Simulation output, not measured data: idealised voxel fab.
Process module under the name voxel self aligned contacts
Xsec cut, 230 nm wide, square cell size 5 nm.
We lay out every cross-section as a grid of square cells and spell it out in bands from the top down, where one band means one or more rows of cells.
Top, bottom (nm), then materials left to right with widths (nm); lone material tagged "everywhere" fills the whole band edge to edge; "empty" = empty space.
We count height from 0. Below that, the starting wafer is all one material. The lowest band never ends at the bottom but goes on down; see "top 0, no bottom" for how that is written.
The expression "30..40" gives the width at the extremes of the band, the first number at its top row of cells and the second at its bottom row, with the width changing by equal amounts from each row to the next in between.
"no change", as given for a step, is the statement that not any cell of the cross-section underwent a change during that step.
"Non-vented voids" means: voids of 8 cells or more that are shut off from the top with no open way through. Written width x height at distance, distance from the left edge, in nm.
Whatever follows a step's settings on its line is a remark the simulator itself makes about that step.
overlay nm, on a step with a mask: how far to the right of its planned place the mask lay; to the left if negative

Process steps foreseen in the plan
- 1: RECEIVE: material Si
- 2: CONFORMAL_DEP: material SiO2, thk nm 5
- 3: DIRECTIONAL_DEP: material polySi, thk nm 30
- 4: DIRECTIONAL_DEP: material SiN, thk nm 20
- 5: PATTERN: tone cover, mask id GATE, material resist, width nm 35, pitch nm 60, thk nm 15, overlay nm 0
- 6: DIRECTIONAL_ETCH: etch materials SiN, depth nm 20
- 7: DIRECTIONAL_ETCH: etch materials polySi, depth nm 30
- 8: STRIP: etch materials resist
- 9: CONFORMAL_DEP: material SiN, thk nm 5
- 10: DIRECTIONAL_ETCH: etch materials SiN, depth nm 5
- 11: FILL_DEP: material SiO2, thk nm 20
- 12: CMP: height nm 65
- 13: PATTERN: tone open, mask id CONTACT, material resist, width nm 35, thk nm 15, overlay nm 0
- 14: DIRECTIONAL_ETCH: etch materials SiO2, depth nm 65
- 15: STRIP: etch materials resist
- 16: CONFORMAL_DEP: material TiN, thk nm 5
- 17: FILL_DEP: material Ru, thk nm 10
- 18: CMP: height nm 65
- 19: CONFORMAL_DEP: material SiCN, thk nm 5

Cross-section: wafer on arrival = after step 1
- top 0, no bottom | Si everywhere
- Non-vented voids: none

Cross-section taken at module completion on the first of two wafers; processed per the plan
- top 70, bottom 65 | SiCN everywhere
- top 65, bottom 55 | 95 SiO2, 5..15 TiN, 25..5 Ru, 5..15 TiN, 100 SiO2
- top 55, bottom 35 | 60 SiO2, 45 SiN, 5 TiN, 5 Ru, 5 TiN, 45 SiN, 65 SiO2
- top 35, bottom 5 | 60 SiO2, 5 SiN, 35 polySi, 5 SiN, 5 TiN, 5 Ru, 5 TiN, 5 SiN, 35 polySi, 5 SiN, 65 SiO2
- top 5, bottom 0 | 105 SiO2, 15 TiN, 110 SiO2
- top 0, no bottom | Si everywhere
- Non-vented voids: none

Second of two wafers, module complete, sectioned: it shares the first wafer's start and plan but was run with one mistake
- top 70, bottom 65 | SiCN everywhere
- top 65, bottom 55 | 90..55 Ru, 5..40 TiN, 35 SiO2, 5..40 TiN, 95..60 Ru
- top 55, bottom 35 | 55 Ru, 5 TiN, 45 SiN, 15 SiO2, 45 SiN, 5 TiN, 60 Ru
- top 35, bottom 5 | 55 Ru, 5 TiN, 5 SiN, 35 polySi, 5 SiN, 15 SiO2, 5 SiN, 35 polySi, 5 SiN, 5 TiN, 60 Ru
- top 5, bottom 0 | 60 TiN, 105 SiO2, 65 TiN
- top 0, no bottom | Si everywhere
- Non-vented voids: none
Error vs. plan: in deviation from the planned setting, step 13 was conducted as PATTERN: tone cover, mask id CONTACT, material resist, width nm 35, thk nm 15, overlay nm 0
The closing comparison, in cells, has the second wafer with more or fewer of some materials than the first: Ru: 274 more | SiO2: 306 fewer | TiN: 32 more
